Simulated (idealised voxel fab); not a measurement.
This section sets out a process module, namely voxel spacer lines.
Each square cell in cross-section cut measures 5 nm, and the section as a whole is 230 nm wide.
We lay out every cross-section as a grid of square cells and spell it out in bands from the top down, where one band means one or more rows of cells.
This entry defines a band. It first specifies the height of the band's top and the height of its bottom in nm, and then specifies the band's materials from left to right, stating each material with its width in nm. The word "edge to edge" identifies a single material that fills the band from edge to edge, while the word "empty" identifies empty space.
Basically, 0 is our baseline, since under it the wafer straight out of the box is all one material. The bottom band has no lower end and keeps on going down, so it looks like "0 and below".
Graded width ("30..40"): value in top row of band = first number; value in bottom row = second number; row-to-row change constant.
No cell of the cross-section changed in a step that is given as "nothing got changed".
"Sealed voids" contains a list of empty spaces, each no smaller than 8 cells and without an open way to the top, written in the form width x height at distance with the distance from the left edge and all three in nm.
Note: text after step settings on the step line = simulator remark on that step.
overlay nm: mask offset rightward from planned place, masked step; negative means leftward offset.
## Below is the list of planned process steps
| 1 | RECEIVE [material Si] |
| 2 | CONFORMAL_DEP [material Al2O3] [thk nm 10] |
| 3 | DIRECTIONAL_DEP [material polySi] [thk nm 20] |
| 4 | DIRECTIONAL_DEP [material aC] [thk nm 30] |
| 5 | PATTERN [tone cover] [mask id MANDREL] [material resist] [width nm 20] [pitch nm 70] [thk nm 35] [overlay nm 0] |
| 6 | DIRECTIONAL_ETCH [etch materials aC] [depth nm 30] |
| 7 | STRIP [etch materials resist] |
| 8 | CONFORMAL_DEP [material SiO2] [thk nm 15] |
| 9 | DIRECTIONAL_ETCH [etch materials SiO2] [depth nm 15] |
| 10 | STRIP [etch materials aC] |
| 11 | DIRECTIONAL_ETCH [etch materials polySi] [depth nm 20] |
| 12 | STRIP [etch materials SiO2] |
| 13 | FILL_DEP [material SiO2] [thk nm 5] |
| 14 | CMP [height nm 30] |
## Cross-section of the wafer as it came to us, i.e., already through step 1
> 0 and below | Si edge to edge
> Sealed voids: none
## The first of two wafers, cross-sectioned at the end of the module, with the run proceeding as planned
> 30 down to 10 | 55 of SiO2, then 15 of polySi, then 20 of SiO2, then 15 of polySi, then 20 of SiO2, then 15 of polySi, then 20 of SiO2, then 15 of polySi, then 55 of SiO2
> 10 down to 0 | Al2O3 edge to edge
> 0 and below | Si edge to edge
> Sealed voids: none
## Cross-section at end of module for the second wafer of two, which matched the first in starting point and plan and differed by one mistake in its processing
> 30 down to 10 | 60 of SiO2, then 15 of polySi, then 15 of SiO2, then 15 of polySi, then 25 of SiO2, then 15 of polySi, then 15 of SiO2, then 15 of polySi, then 55 of SiO2
> 10 down to 0 | Al2O3 edge to edge
> 0 and below | Si edge to edge
> Sealed voids: none
Error vs. plan: planned and actual differ for step 5; actual: PATTERN [tone cover] [mask id MANDREL] [material resist] [width nm 15] [pitch nm 70] [thk nm 35] [overlay nm 0]
Same inventory, different map: at the end, the second wafer holds as many cells of each material as the first, placed elsewhere.
